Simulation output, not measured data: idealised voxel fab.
Process module, titled voxel self aligned vias
Square cells of 5 nm make up the cross-section cut, whose width is 175 nm.
When this document writes out a cross-section, it uses a grid of square cells and lists it as bands, beginning at the top and moving down, with a band standing for one or more rows of cells. Top height, bottom height, nm. Materials left to right, width each, nm. Single material + "all across" = fills band edge to edge. "blank" = empty. Convention: height 0 is the level below which the wafer, as received, is all one material. The lowest band does not terminate at the bottom but continues downward, represented as "top 0, no bottom". Width spec "30 to 40" -> top row of cells at first value, bottom row at second value, equal per-row change in between. "remained unchanged" -> step changed no cross-section cell. "Closed void listing" enumerates empty spaces isolated from the top, with no open way to it, that contain at least 8 cells, giving each as width x height at distance from the left edge, all three in nm. Text after the settings on a step's line: the simulator's own remark on that step. What "overlay nm" on a step's line means: if the step has a mask, that mask lay this far to the right of its planned place, or, when the value is negative, to the left.
Set out below are the planned steps of the process:
1) RECEIVE,material Si
2) CONFORMAL_DEP,material SiO2,thk nm 15
3) CONFORMAL_DEP,material SiCN,thk nm 5
4) DIRECTIONAL_DEP,material lowk,thk nm 30
5) DIRECTIONAL_DEP,material aC,thk nm 15
6) PATTERN,tone open,mask id LINES,material resist,width nm 25,pitch nm 65,thk nm 35,overlay nm 0
7) DIRECTIONAL_ETCH,etch materials aC,depth nm 15
8) STRIP,etch materials resist
9) DIRECTIONAL_ETCH,etch materials lowk,depth nm 30
10) STRIP,etch materials aC
11) CONFORMAL_DEP,material TiN,thk nm 5
12) FILL_DEP,material W,thk nm 5
13) CMP,height nm 50
14) SELECTIVE_ETCH,etch materials W Ru TiN,depth nm 10
15) FILL_DEP,material SiN,thk nm 10
16) CMP,height nm 50
17) DIRECTIONAL_DEP,material lowk,thk nm 20
18) DIRECTIONAL_DEP,material aC,thk nm 10
19) PATTERN,tone open,mask id VIAS,material resist,width nm 35,thk nm 30,overlay nm 0
20) DIRECTIONAL_ETCH,etch materials aC,depth nm 10
21) STRIP,etch materials resist
22) DIRECTIONAL_ETCH,etch materials lowk,depth nm 20
23) DIRECTIONAL_ETCH,etch materials SiN,depth nm 10
24) STRIP,etch materials aC
25) CONFORMAL_DEP,material TiN,thk nm 5
26) FILL_DEP,material W,thk nm 10
27) CMP,height nm 70
28) CONFORMAL_DEP,material SiN,thk nm 5
The first of the two wafers, which ran as planned:
Step 1 complete: cross-section of the wafer as received:
- top 0, no bottom: Si all across
- Closed void listing: none
Cross-section through the wafer, step 2 finished:
- top 15, bottom 0: SiO2 all across
- below 0: unchanged
Cross-section through the wafer, step 3 finished:
- top 20, bottom 15: SiCN all across
- below 15: unchanged
Cross-section through the wafer, step 4 finished:
- top 50, bottom 20: lowk all across
- below 20: unchanged
Cross-section through the wafer, step 5 finished:
- top 65, bottom 50: aC all across
- below 50: unchanged
Cross-section through the wafer, step 6 finished:
- top 100, bottom 65: resist: 40 | blank: 25 | resist: 40 | blank: 25 | resist: 45
- below 65: unchanged
Cross-section through the wafer, step 7 finished:
- top 85, bottom 65: resist: 40 | blank: 25 | resist: 40 | blank: 25 | resist: 45
- top 65, bottom 50: aC: 40 | blank: 25 | aC: 40 | blank: 25 | aC: 45
- below 50: unchanged
Cross-section through the wafer, step 8 finished:
- top 65, bottom 50: aC: 40 | blank: 25 | aC: 40 | blank: 25 | aC: 45
- below 50: unchanged
Cross-section through the wafer, step 9 finished:
- top 65, bottom 50: aC: 40 | blank: 25 | aC: 40 | blank: 25 | aC: 45
- top 50, bottom 20: lowk: 40 | blank: 25 | lowk: 40 | blank: 25 | lowk: 45
- below 20: unchanged
Cross-section through the wafer, step 10 finished:
- top 50, bottom 20: lowk: 40 | blank: 25 | lowk: 40 | blank: 25 | lowk: 45
- below 20: unchanged
Cross-section through the wafer, step 11 finished:
- top 55, bottom 50: TiN: 45 | blank: 15 | TiN: 50 | blank: 15 | TiN: 50
- top 50, bottom 25: lowk: 40 | TiN: 5 | blank: 15 | TiN: 5 | lowk: 40 | TiN: 5 | blank: 15 | TiN: 5 | lowk: 45
- top 25, bottom 20: lowk: 40 | TiN: 25 | lowk: 40 | TiN: 25 | lowk: 45
- below 20: unchanged
Cross-section through the wafer, step 12 finished:
- top 60, bottom 55: W all across
- top 55, bottom 50: TiN: 45 | W: 15 | TiN: 50 | W: 15 | TiN: 50
- top 50, bottom 25: lowk: 40 | TiN: 5 | W: 15 | TiN: 5 | lowk: 40 | TiN: 5 | W: 15 | TiN: 5 | lowk: 45
- below 25: unchanged
Cross-section through the wafer, step 13 finished:
- top 50, bottom 25: lowk: 40 | TiN: 5 | W: 15 | TiN: 5 | lowk: 40 | TiN: 5 | W: 15 | TiN: 5 | lowk: 45
- below 25: unchanged
Cross-section through the wafer, step 14 finished:
- top 50, bottom 40: lowk: 40 | blank: 25 | lowk: 40 | blank: 25 | lowk: 45
- below 40: unchanged
Cross-section through the wafer, step 15 finished:
- top 60, bottom 50: SiN all across
- top 50, bottom 40: lowk: 40 | SiN: 25 | lowk: 40 | SiN: 25 | lowk: 45
- below 40: unchanged
Cross-section through the wafer, step 16 finished:
- top 50, bottom 40: lowk: 40 | SiN: 25 | lowk: 40 | SiN: 25 | lowk: 45
- below 40: unchanged
Cross-section through the wafer, step 17 finished:
- top 70, bottom 50: lowk all across
- below 50: unchanged
Cross-section through the wafer, step 18 finished:
- top 80, bottom 70: aC all across
- below 70: unchanged
Cross-section through the wafer, step 19 finished:
- top 110, bottom 80: resist: 35 | blank: 35 | resist: 105
- below 80: unchanged
Cross-section through the wafer, step 20 finished:
- top 100, bottom 80: resist: 35 | blank: 35 | resist: 105
- top 80, bottom 70: aC: 35 | blank: 35 | aC: 105
- below 70: unchanged
Cross-section through the wafer, step 21 finished:
- top 80, bottom 70: aC: 35 | blank: 35 | aC: 105
- below 70: unchanged
Cross-section through the wafer, step 22 finished:
- top 80, bottom 70: aC: 35 | blank: 35 | aC: 105
- top 70, bottom 50: lowk: 35 | blank: 35 | lowk: 105
- below 50: unchanged
Cross-section through the wafer, step 23 finished:
- top 80, bottom 70: aC: 35 | blank: 35 | aC: 105
- top 70, bottom 50: lowk: 35 | blank: 35 | lowk: 105
- top 50, bottom 40: lowk: 40 | blank: 25 | lowk: 40 | SiN: 25 | lowk: 45
- below 40: unchanged
Cross-section through the wafer, step 24 finished:
- top 70, bottom 50: lowk: 35 | blank: 35 | lowk: 105
- below 50: unchanged
Cross-section through the wafer, step 25 finished:
- top 75, bottom 70: TiN: 40 | blank: 25 | TiN: 110
- top 70, bottom 55: lowk: 35 | TiN: 5 | blank: 25 | TiN: 5 | lowk: 105
- top 55, bottom 50: lowk: 35 | TiN: 10 | blank: 15 | TiN: 10 | lowk: 105
- top 50, bottom 45: lowk: 40 | TiN: 5 | blank: 15 | TiN: 5 | lowk: 40 | SiN: 25 | lowk: 45
- top 45, bottom 40: lowk: 40 | TiN: 25 | lowk: 40 | SiN: 25 | lowk: 45
- below 40: unchanged
Cross-section through the wafer, step 26 finished:
- top 85, bottom 75: W all across
- top 75, bottom 70: TiN: 40 | W: 25 | TiN: 110
- top 70, bottom 55: lowk: 35 | TiN: 5 | W: 25 | TiN: 5 | lowk: 105
- top 55, bottom 50: lowk: 35 | TiN: 10 | W: 15 | TiN: 10 | lowk: 105
- top 50, bottom 45: lowk: 40 | TiN: 5 | W: 15 | TiN: 5 | lowk: 40 | SiN: 25 | lowk: 45
- below 45: unchanged
Cross-section through the wafer, step 27 finished:
- top 70, bottom 55: lowk: 35 | TiN: 5 | W: 25 | TiN: 5 | lowk: 105
- below 55: unchanged
Cross-section through the wafer, step 28 finished:
- top 75, bottom 70: SiN all across
- below 70: unchanged
For the second wafer, take the first wafer's start and plan, then add one mistake made in running it; everything through step 26, that step included, is shared with the first:
What the second wafer looks like in cross-section when step 27 should have wrapped up:
- top 75, bottom 70: TiN: 40 | W: 25 | TiN: 110
- below 70: unchanged
What the second wafer looks like in cross-section when step 28 should have wrapped up:
- top 80, bottom 75: SiN all across
- below 75: unchanged
Processing error: off-plan run, step 27, actual operation and settings CMP,height nm 75
Looking at both finished wafers in cells, the second ends up ahead of or behind the first on some materials: TiN +30; W +5
